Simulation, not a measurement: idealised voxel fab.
A process module follows: voxel self aligned vias.
Square cell edge 5 nm, section width 235 nm, ID cut.
In what follows, cross-sections appear as grids of square cells, described through bands that run from the top down, where every band is one or more rows of cells. Top height, bottom height, nm. Materials left to right, width each, nm. Single material + "full width" = fills band edge to edge. "empty" = empty. It should be noted that heights are counted from 0, beneath which the wafer as supplied is of one material throughout, and that the lowest band possesses no lower boundary but continues downward, as written in "z 0 and below". The width entry "30 to 40" should be interpreted row by row: the top row of cells in the band takes the first number, the bottom row takes the second number, and the change between adjacent rows is uniform throughout. "stayed the same" means the step left every cell of the cross-section as it was. "Voids, sealed" - sealed voids, min. 8 cells, no opening to top; format: width x height at distance (distance from left edge; nm throughout). What comes after the settings on a step's line is commentary from the simulator itself on that step. The line of a step may include "overlay nm". On a step with a mask, this value is how far to the right of its planned place the mask lay. A negative value means the mask lay to the left.
### Planned process steps
1: RECEIVE with material Si
2: CONFORMAL_DEP with material SiO2, thk nm 10
3: CONFORMAL_DEP with material SiCN, thk nm 5
4: DIRECTIONAL_DEP with material lowk, thk nm 20
5: PATTERN with tone open, mask id LINES, material resist, width nm 25, pitch nm 65, thk nm 15, overlay nm 0
6: DIRECTIONAL_ETCH with etch materials lowk, depth nm 20
7: STRIP with etch materials resist
8: CONFORMAL_DEP with material TiN, thk nm 5
9: FILL_DEP with material Ru, thk nm 5
10: CMP with height nm 35
11: SELECTIVE_ETCH with etch materials W Ru TiN, depth nm 10
12: FILL_DEP with material SiN, thk nm 10
13: CMP with height nm 35
14: DIRECTIONAL_DEP with material lowk, thk nm 20
15: DIRECTIONAL_DEP with material aC, thk nm 10
16: PATTERN with tone open, mask id VIAS, material resist, width nm 35, thk nm 30, overlay nm 0
17: DIRECTIONAL_ETCH with etch materials aC, depth nm 10
18: STRIP with etch materials resist
19: DIRECTIONAL_ETCH with etch materials lowk, depth nm 10
20: DIRECTIONAL_ETCH with etch materials SiN, depth nm 10
21: STRIP with etch materials aC
22: CONFORMAL_DEP with material TiN, thk nm 5
23: FILL_DEP with material W, thk nm 10
24: CMP with height nm 55
25: CONFORMAL_DEP with material SiN, thk nm 5
varied across the wafers: depth nm of step 19. The plan shows the first wafer's value. All wafers start alike
### As-received cross-section, first of several wafers, post step 1
- z 0 and below = Si full width
- Voids, sealed: none
### Here's the first of several wafers in cross-section, end of the module, after the last step, step 25
- z 60 to 55 = SiN full width
- z 55 to 50 = lowk 65 / TiN 5 / W 25 / TiN 5 / lowk 135
- z 50 to 45 = lowk 65 / TiN 35 / lowk 135
- z 45 to 35 = lowk full width
- z 35 to 25 = lowk 70 / SiN 25 / lowk 40 / SiN 25 / lowk 75
- z 25 to 20 = lowk 70 / TiN 5 / Ru 15 / TiN 5 / lowk 40 / TiN 5 / Ru 15 / TiN 5 / lowk 75
- z 20 to 15 = lowk 70 / TiN 25 / lowk 40 / TiN 25 / lowk 75
- z 15 to 10 = SiCN full width
- z 10 to 0 = SiO2 full width
- z 0 and below = Si full width
- Voids, sealed: none
### Of the several wafers, the last: cross-section at the end of the module
- z 60 to 55 = SiN full width
- z 55 to 35 = lowk 65 / TiN 5 / W 25 / TiN 5 / lowk 135
- z 35 to 30 = lowk 65 / TiN 5 / W 25 / TiN 5 / lowk 35 / SiN 25 / lowk 75
- z 30 to 25 = lowk 65 / TiN 35 / lowk 35 / SiN 25 / lowk 75
- z 25 to 20 = lowk 65 / TiN 10 / Ru 15 / TiN 10 / lowk 35 / TiN 5 / Ru 15 / TiN 5 / lowk 75
- z 20 to 15 = lowk 70 / TiN 25 / lowk 40 / TiN 25 / lowk 75
- z 15 to 10 = SiCN full width
- z 10 to 0 = SiO2 full width
- z 0 and below = Si full width
- Voids, sealed: none
### Basically each wafer gets a line in the table, showing it at the end of the module: material by material, the cells it gained (+) or lost (-) since we got it, then its closed voids
depth nm 10; +6 Ru; +47 SiCN; +67 SiN; +94 SiO2; +23 TiN; +5 W; +322 lowk; Voids, sealed: none
depth nm 15; +6 Ru; +47 SiCN; +67 SiN; +94 SiO2; +25 TiN; +10 W; +315 lowk; Voids, sealed: none
depth nm 20; +6 Ru; +47 SiCN; +57 SiN; +94 SiO2; +31 TiN; +21 W; +308 lowk; Voids, sealed: none
depth nm 25; +6 Ru; +47 SiCN; +57 SiN; +94 SiO2; +31 TiN; +23 W; +306 lowk; Voids, sealed: none
depth nm 30; +6 Ru; +47 SiCN; +57 SiN; +94 SiO2; +31 TiN; +25 W; +304 lowk; Voids, sealed: none
depth nm 35; +6 Ru; +47 SiCN; +57 SiN; +94 SiO2; +33 TiN; +25 W; +302 lowk; Voids, sealed: none
